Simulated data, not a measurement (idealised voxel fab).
Module name: voxel gate over fins (process module)
FYI the section here is cut, 220 nm wide, cells are 5 nm squares.
Format of a cross-section: grid, square cells. Given as bands. Order: top down. Band: one or more rows of cells. Look at the band entry: it leads with the top's height and the bottom's height in nm. Then it lists the materials left to right, with a width in nm for each. The word "all across" on a single material says that material fills the band edge to edge. The word "air" is empty space. All heights in this document are referenced to 0, defined as the level beneath which the wafer, as received, consists entirely of one material. The lowest band is not bounded below; it extends indefinitely downward and is written in the form "0 and below". A two-number width, for instance "30..40", indicates that the width is equal to the first number in the top row of the band and to the second number in the bottom row, and that it changes by a constant amount per row of cells. The designation "changes: none", where it is given for a processing step, indicates that no cell of the cross-section was altered in the course of that step. Closed-off voids of 8+ cells (no open route to the top) go in "Enclosed empty spaces", written width x height at distance from the left edge, in nm. If you see something after the settings on a step's line, that's the simulator's own remark about that step. You can add "overlay nm" to a step's line. For a step with a mask, it describes how far the mask lay to the right of its planned position, and a negative number describes a lay to the left.
### Process steps foreseen in the plan
| 1 | RECEIVE, material Si |
| 2 | CONFORMAL_DEP, material SiN, thk nm 10 |
| 3 | MASKED_ETCH, tone cover, mask id FINS, width nm 15, pitch nm 35, etch materials SiN, depth nm 10, overlay nm 0 |
| 4 | MASKED_ETCH, tone cover, mask id FINS, width nm 15, pitch nm 35, etch materials Si, depth nm 30, overlay nm 0 |
| 5 | OXIDIZE, depth nm 5 |
| 6 | FILL_DEP, material SiO2, thk nm 10 |
| 7 | CMP, height nm 10 |
| 8 | SELECTIVE_ETCH, etch materials SiO2, depth nm 25 |
| 9 | STRIP, etch materials SiN |
| 10 | CONFORMAL_DEP, material HfO2, thk nm 5 |
| 11 | CONFORMAL_DEP, material TiN, thk nm 5 |
| 12 | CONFORMAL_DEP, material TiAl, thk nm 5 |
| 13 | CONFORMAL_DEP, material TiN, thk nm 5 |
| 14 | FILL_DEP, material W, thk nm 15 |
| 15 | CMP, height nm 30 |
| 16 | CONFORMAL_DEP, material SiN, thk nm 5 |
### As-received wafer cross-section (after step 1)
> 0 and below  Si all across
> Enclosed empty spaces: none
### Below is the wafer in cross-section after the module was completed. It began from the starting point shown above and followed the plan shown above, except that one mistake was made while running it
> 35 down to 30  SiN all across
> 30 down to 20  W all across
> 20 down to 15  W (70), then TiAl (80), then W (70)
> 15 down to 5  W (70), then TiAl (5), then TiN (70), then TiAl (5), then W (70)
> 5 down to 0  TiAl (75), then TiN (10), then HfO2 (15), then TiN (20), then HfO2 (15), then TiN (10), then TiAl (75)
> 0 down to -10  TiN (85), then HfO2 (5), then Si (5), then HfO2 (5), then TiN (20), then HfO2 (5), then Si (5), then HfO2 (5), then TiN (85)
> -10 down to -15  HfO2 (90), then Si (5), then HfO2 (30), then Si (5), then HfO2 (90)
> -15 down to -35  SiO2 (90), then Si (5), then SiO2 (30), then Si (5), then SiO2 (90)
> -35 and below  Si all across
> Enclosed empty spaces: none
Finding, execution versus plan: steps 12 and 13 of the plan were each performed in the slot designated for the other
